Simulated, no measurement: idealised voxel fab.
process module | voxel capacitor over wiring
cross-section cut | 160 nm wide | cells 5 nm
A cross-section is a grid of square cells, given in bands from the top down. A band is one or more rows of cells.
Each band's line starts with the height of the band's top and of its bottom, in nm. Then come its materials from left to right, each with its width in nm. One material with "throughout" fills the band from edge to edge. "air" is empty space.
Height 0 is the level under which the wafer as received is all one material. The lowest band goes on downwards, as in "0 down".
A width such as "30 to 40" changes by the same amount from each row of cells to the next, from the band's top row to its bottom row.
"no change" after a step means that no cell of the cross-section changed.
closed voids: empty space of 8 cells or more with no open way to the top, each as width x height at its distance from the left edge, in nm
after a step's settings: what the simulator itself notes on the step
overlay nm, on a step with a mask: how far to the right of its planned place the mask lay; to the left if negative
plan
1 op RECEIVE | material Si
2 op CONFORMAL_DEP | material SiO2 | thk nm 10
3 op CONFORMAL_DEP | material SiCN | thk nm 5
4 op DIRECTIONAL_DEP | material lowk | thk nm 15
5 op PATTERN | tone open | mask id METAL_1 | material resist | width nm 20 | pitch nm 85 | thk nm 20 | overlay nm 0
6 op DIRECTIONAL_ETCH | etch materials lowk | depth nm 15
7 op DIRECTIONAL_ETCH | etch materials SiCN | depth nm 5
8 op STRIP | etch materials resist
9 op CONFORMAL_DEP | material TiN | thk nm 5
10 op FILL_DEP | material Cu | thk nm 5
11 op CMP | height nm 30
12 op EPI | material Ru | thk nm 5
13 op FILL_DEP | material SiCN | thk nm 5
14 op DIRECTIONAL_DEP | material lowk | thk nm 10
15 op PATTERN | tone open | mask id PLUG_1 | material resist | width nm 15 | thk nm 15 | overlay nm 0
16 op DIRECTIONAL_ETCH | etch materials lowk | depth nm 10
17 op DIRECTIONAL_ETCH | etch materials SiCN | depth nm 5
18 op STRIP | etch materials resist
19 op EPI | material Ru | thk nm 10
20 op EPI | material Ru | thk nm 5
21 op DIRECTIONAL_DEP | material TiN | thk nm 10
22 op DIRECTIONAL_DEP | material SiN | thk nm 5
23 op DIRECTIONAL_DEP | material TiN | thk nm 5
24 op MASKED_ETCH | tone cover | mask id UPPER_PLATE | width nm 70 | etch materials TiN | depth nm 5 | overlay nm 0
25 op MASKED_ETCH | tone cover | mask id UPPER_PLATE | width nm 70 | etch materials SiN | depth nm 5 | overlay nm 0
26 op PATTERN | tone cover | mask id LOWER_PLATE | material resist | width nm 80 | thk nm 15 | overlay nm 0
27 op DIRECTIONAL_ETCH | etch materials TiN | depth nm 10
28 op STRIP | etch materials resist
29 op FILL_DEP | material SiO2 | thk nm 15
30 op CMP | height nm 80
31 op MASKED_ETCH | tone open | mask id PLUG_2 | width nm 15 | etch materials SiO2 | depth nm 10 | overlay nm 0
32 op CONFORMAL_DEP | material TiN | thk nm 5
33 op FILL_DEP | material W | thk nm 10
34 op CMP | height nm 80
35 op CONFORMAL_DEP | material SiN | thk nm 5
as received, after step 1
  0 down: Si throughout
  closed voids: none
first wafer at the end, as planned
  85 to 80: SiN throughout
  80 to 75: SiO2 40 | TiN 5 | W 5 | TiN 5 | SiO2 105
  75 to 65: SiO2 40 to 30 | TiN 15 to 70 | SiO2 105 to 60
  65 to 60: SiO2 30 | SiN 70 | SiO2 60
  60 to 50: SiO2 25 | TiN 80 | SiO2 55
  50 to 40: lowk 30 | Ru 15 | lowk 115
  40 to 35: SiCN 30 | Ru 15 | SiCN 115
  35 to 30: SiCN 20 | Ru 30 | SiCN 55 | Ru 30 | SiCN 25
  30 to 15: lowk 25 | TiN 5 | Cu 10 | TiN 5 | lowk 65 | TiN 5 | Cu 10 | TiN 5 | lowk 30
  15 to 10: SiCN 25 | TiN 20 | SiCN 65 | TiN 20 | SiCN 30
  10 to 0: SiO2 throughout
  0 down: Si throughout
  closed voids: none
second wafer at the end: like start, like plan, one mistake
  85 to 80: SiN throughout
  80 to 75: SiO2 40 | TiN 5 | W 5 | TiN 5 | SiO2 105
  75 to 70: SiO2 40 | TiN 15 | SiO2 105
  70 to 65: SiO2 throughout
  65 to 60: SiO2 30 | SiN 70 | SiO2 60
  60 to 50: TiN 25 | SiO2 5 | TiN 70 | SiO2 5 | TiN 55
  50 to 40: lowk 30 | Ru 15 | lowk 115
  40 to 35: SiCN 30 | Ru 15 | SiCN 115
  35 to 30: SiCN 20 | Ru 30 | SiCN 55 | Ru 30 | SiCN 25
  30 to 15: lowk 25 | TiN 5 | Cu 10 | TiN 5 | lowk 65 | TiN 5 | Cu 10 | TiN 5 | lowk 30
  15 to 10: SiCN 25 | TiN 20 | SiCN 65 | TiN 20 | SiCN 30
  10 to 0: SiO2 throughout
  0 down: Si throughout
  closed voids: none
what went wrong: step 26 ran as: op PATTERN | tone open | mask id LOWER_PLATE | material resist | width nm 80 | thk nm 15 | overlay nm 0
at the end the second wafer has, in cells: 14 fewer of SiO2 | 14 more of TiN
